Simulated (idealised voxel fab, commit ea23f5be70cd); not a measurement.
Module name: voxel double patterning (process module)
250 nm wide, 5 nm square cells: that's cross-section cut.
How to read a cross-section here: the picture is a grid of square cells, written as bands going from the top down, and any band can span one or more rows of cells.
The entry gives the band's vertical extent as a top height and a bottom height in nm, then its horizontal make-up as materials from left to right, each with a width in nm. "blank" stands for empty space; a single material marked "edge to edge" fills the band edge to edge.
Ref level 0: as-received wafer is one material below here. Bottom band extends down with no lower bound ("z 0 and below").
Width "30..40": first value at the band's top row of cells, second value at its bottom row, equal change from row to row.
Basically "no change occurred" means that step didn't change any cell in the cross-section.
The entry titled "Completely enclosed voids" provides the empty spaces that have no open way to the top, restricted to those of 8 cells or more. Each is presented as width x height at distance, the distance being measured from the left edge, with all three in nm.
It should be noted that, on the line of a given step, the content following the step's settings is a remark produced by the simulator itself with respect to that step.
overlay nm: mask right of planned place by this much (step with mask). Neg. = left.

THESE ARE THE STEPS WE PLANNED FOR THE PROCESS
1,RECEIVE, material Si
2,CONFORMAL_DEP, material SiO2, thk nm 5
3,DIRECTIONAL_DEP, material polySi, thk nm 10
4,DIRECTIONAL_DEP, material SiCN, thk nm 10
5,DIRECTIONAL_DEP, material aC, thk nm 10
6,PATTERN, tone open, mask id FIRST, material resist, width nm 15, pitch nm 50, thk nm 25, overlay nm 0
7,DIRECTIONAL_ETCH, etch materials aC, depth nm 10
8,STRIP, etch materials resist
9,DIRECTIONAL_ETCH, etch materials SiCN, depth nm 10
10,STRIP, etch materials aC
11,PATTERN, tone open, mask id SECOND, material resist, width nm 15, pitch nm 50, thk nm 20, overlay nm 0
12,DIRECTIONAL_ETCH, etch materials SiCN, depth nm 10
13,STRIP, etch materials resist
14,DIRECTIONAL_ETCH, etch materials polySi, depth nm 10
15,STRIP, etch materials SiCN

THE FIRST WAFER OF TWO, PROCESSED AS PLANNED

INCOMING WAFER IN CROSS-SECTION (STATE: AFTER STEP 1)
> z 0 and below | Si edge to edge
> Completely enclosed voids: none

STEP 2 DONE - WAFER CROSS-SECTION
> z 5 to 0 | SiO2 edge to edge
> Nothing below the height 0 has changed.

STEP 3 DONE - WAFER CROSS-SECTION
> z 15 to 5 | polySi edge to edge
> Nothing below the height 5 has changed.

STEP 4 DONE - WAFER CROSS-SECTION
> z 25 to 15 | SiCN edge to edge
> Nothing below the height 15 has changed.

STEP 5 DONE - WAFER CROSS-SECTION
> z 35 to 25 | aC edge to edge
> Nothing below the height 25 has changed.

STEP 6 DONE - WAFER CROSS-SECTION
> z 60 to 35 | 65 resist; 15 blank; 35 resist; 15 blank; 35 resist; 15 blank; 70 resist
> Nothing below the height 35 has changed.

STEP 7 DONE - WAFER CROSS-SECTION
> z 50 to 35 | 65 resist; 15 blank; 35 resist; 15 blank; 35 resist; 15 blank; 70 resist
> z 35 to 25 | 65 aC; 15 blank; 35 aC; 15 blank; 35 aC; 15 blank; 70 aC
> Nothing below the height 25 has changed.

STEP 8 DONE - WAFER CROSS-SECTION
> z 35 to 25 | 65 aC; 15 blank; 35 aC; 15 blank; 35 aC; 15 blank; 70 aC
> Nothing below the height 25 has changed.

STEP 9 DONE - WAFER CROSS-SECTION
> z 35 to 25 | 65 aC; 15 blank; 35 aC; 15 blank; 35 aC; 15 blank; 70 aC
> z 25 to 15 | 65 SiCN; 15 blank; 35 SiCN; 15 blank; 35 SiCN; 15 blank; 70 SiCN
> Nothing below the height 15 has changed.

STEP 10 DONE - WAFER CROSS-SECTION
> z 25 to 15 | 65 SiCN; 15 blank; 35 SiCN; 15 blank; 35 SiCN; 15 blank; 70 SiCN
> Nothing below the height 15 has changed.

STEP 11 DONE - WAFER CROSS-SECTION
> z 45 to 25 | 90 resist; 15 blank; 35 resist; 15 blank; 95 resist
> z 25 to 15 | 65 SiCN; 15 resist; 35 SiCN; 15 resist; 35 SiCN; 15 resist; 70 SiCN
> Nothing below the height 15 has changed.

STEP 12 DONE - WAFER CROSS-SECTION
> z 45 to 25 | 90 resist; 15 blank; 35 resist; 15 blank; 95 resist
> z 25 to 15 | 65 SiCN; 15 resist; 10 SiCN; 15 blank; 10 SiCN; 15 resist; 10 SiCN; 15 blank; 10 SiCN; 15 resist; 70 SiCN
> Nothing below the height 15 has changed.

STEP 13 DONE - WAFER CROSS-SECTION
> z 25 to 15 | 65 SiCN; 15 blank; 10 SiCN; 15 blank; 10 SiCN; 15 blank; 10 SiCN; 15 blank; 10 SiCN; 15 blank; 70 SiCN
> Nothing below the height 15 has changed.

STEP 14 DONE - WAFER CROSS-SECTION
> z 25 to 15 | 65 SiCN; 15 blank; 10 SiCN; 15 blank; 10 SiCN; 15 blank; 10 SiCN; 15 blank; 10 SiCN; 15 blank; 70 SiCN
> z 15 to 5 | 65 polySi; 15 blank; 10 polySi; 15 blank; 10 polySi; 15 blank; 10 polySi; 15 blank; 10 polySi; 15 blank; 70 polySi
> Nothing below the height 5 has changed.

STEP 15 DONE - WAFER CROSS-SECTION
> z 15 to 5 | 65 polySi; 15 blank; 10 polySi; 15 blank; 10 polySi; 15 blank; 10 polySi; 15 blank; 10 polySi; 15 blank; 70 polySi
> Nothing below the height 5 has changed.

WAFER TWO OF THE PAIR: SAME ORIGIN, SAME PLAN, ONE ERROR DURING THE RUN; IDENTICAL TO WAFER ONE UP TO AND INCLUDING STEP 10

THE SECOND WAFER CUT THROUGH, AT THE TIME STEP 11 WAS SUPPOSED TO BE FINISHED
> z 45 to 25 | 85 resist; 25 blank; 25 resist; 25 blank; 90 resist
> z 25 to 15 | 65 SiCN; 15 resist; 35 SiCN; 15 resist; 35 SiCN; 15 resist; 70 SiCN
> Nothing below the height 15 has changed.

THE SECOND WAFER CUT THROUGH, AT THE TIME STEP 12 WAS SUPPOSED TO BE FINISHED
> z 45 to 25 | 85 resist; 25 blank; 25 resist; 25 blank; 90 resist
> z 25 to 15 | 65 SiCN; 15 resist; 5 SiCN; 25 blank; 5 SiCN; 15 resist; 5 SiCN; 25 blank; 5 SiCN; 15 resist; 70 SiCN
> Nothing below the height 15 has changed.

THE SECOND WAFER CUT THROUGH, AT THE TIME STEP 13 WAS SUPPOSED TO BE FINISHED
> z 25 to 15 | 65 SiCN; 15 blank; 5 SiCN; 25 blank; 5 SiCN; 15 blank; 5 SiCN; 25 blank; 5 SiCN; 15 blank; 70 SiCN
> Nothing below the height 15 has changed.

THE SECOND WAFER CUT THROUGH, AT THE TIME STEP 14 WAS SUPPOSED TO BE FINISHED
> z 25 to 15 | 65 SiCN; 15 blank; 5 SiCN; 25 blank; 5 SiCN; 15 blank; 5 SiCN; 25 blank; 5 SiCN; 15 blank; 70 SiCN
> z 15 to 5 | 65 polySi; 15 blank; 5 polySi; 25 blank; 5 polySi; 15 blank; 5 polySi; 25 blank; 5 polySi; 15 blank; 70 polySi
> Nothing below the height 5 has changed.

THE SECOND WAFER CUT THROUGH, AT THE TIME STEP 15 WAS SUPPOSED TO BE FINISHED
> z 15 to 5 | 65 polySi; 15 blank; 5 polySi; 25 blank; 5 polySi; 15 blank; 5 polySi; 25 blank; 5 polySi; 15 blank; 70 polySi
> Nothing below the height 5 has changed.
Here's what went sideways: step 11 did not use the planned setting and instead ran as PATTERN, tone open, mask id SECOND, material resist, width nm 25, pitch nm 50, thk nm 20, overlay nm 0
Count the cells at the end and the second wafer has more or fewer of some materials than the first: 8 fewer of polySi
